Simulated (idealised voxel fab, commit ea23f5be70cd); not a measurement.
Process module in this document: voxel plated lines
The width of the displayed cross-section, cut, is 215 nm; its cells are square, with a size of 5 nm.
For the purposes of this document, a cross-section shall be understood as a grid of square cells, specified as bands listed in top-to-bottom order, each band consisting of one or more rows of cells.
Top height, bottom height, nm. Materials left to right, width each, nm. Single material + "edge to edge" = fills band edge to edge. "empty" = empty.
Heights are reckoned from 0. Under this level, the received wafer is all of one material. The bottommost band is open-ended downward, for example "0 and below".
Quick explanation for "30->40": the width changes in equal steps down the rows of cells, from the first number in the band's top row to the second number in its bottom row.
Take "nothing changed" at face value: in the step it is given for, the cross-section changed in none of its cells.
The label "Tabulated closed voids" introduces a list of the empty spaces, 8 cells or larger, that have no open way up to the top; each entry in it reads width x height at distance, where the distance is taken from the left edge and all three are stated in nm.
If you see something after the settings on a step's line, that's the simulator's own remark about that step.
Regarding "overlay nm": on a step with a mask, it is the distance the mask lay to the right of its planned place; a negative value places it to the left.
**Below is the list of planned process steps**
1 RECEIVE [material Si]
2 CONFORMAL_DEP [material Al2O3] [thk nm 5]
3 DIRECTIONAL_DEP [material TiN] [thk nm 5]
4 PATTERN [tone open] [mask id LINES] [material resist] [width nm 25] [pitch nm 50] [thk nm 30] [overlay nm 0]
5 EPI [material Ru] [thk nm 5]
6 EPI [material Ru] [thk nm 5]
7 STRIP [etch materials resist]
8 DIRECTIONAL_ETCH [etch materials TiN] [depth nm 5]
9 CONFORMAL_DEP [material SiO2] [thk nm 10]
**Shown in cross-section is the wafer as received, that is, as it stands after step 1**
* 0 and below | Si edge to edge
* Tabulated closed voids: none
**Same starting wafer, same plan as above, one mistake in the execution; this is the cross-section at the end of the module**
* 30 down to 20 | empty=60  TiN=45  empty=5  TiN=45  empty=60
* 20 down to 15 | empty=60  TiN=10  Ru=25  TiN=10  empty=5  TiN=10  Ru=25  TiN=10  empty=60
* 15 down to 10 | TiN=70  Ru=25  TiN=25  Ru=25  TiN=70
* 10 down to 5 | TiN edge to edge
* 5 down to 0 | Al2O3 edge to edge
* 0 and below | Si edge to edge
* Tabulated closed voids: none
It is concluded that the wafer was processed incorrectly with respect to the plan, in that the process deviated at step 9: the operation and settings actually run there were CONFORMAL_DEP [material TiN] [thk nm 10]
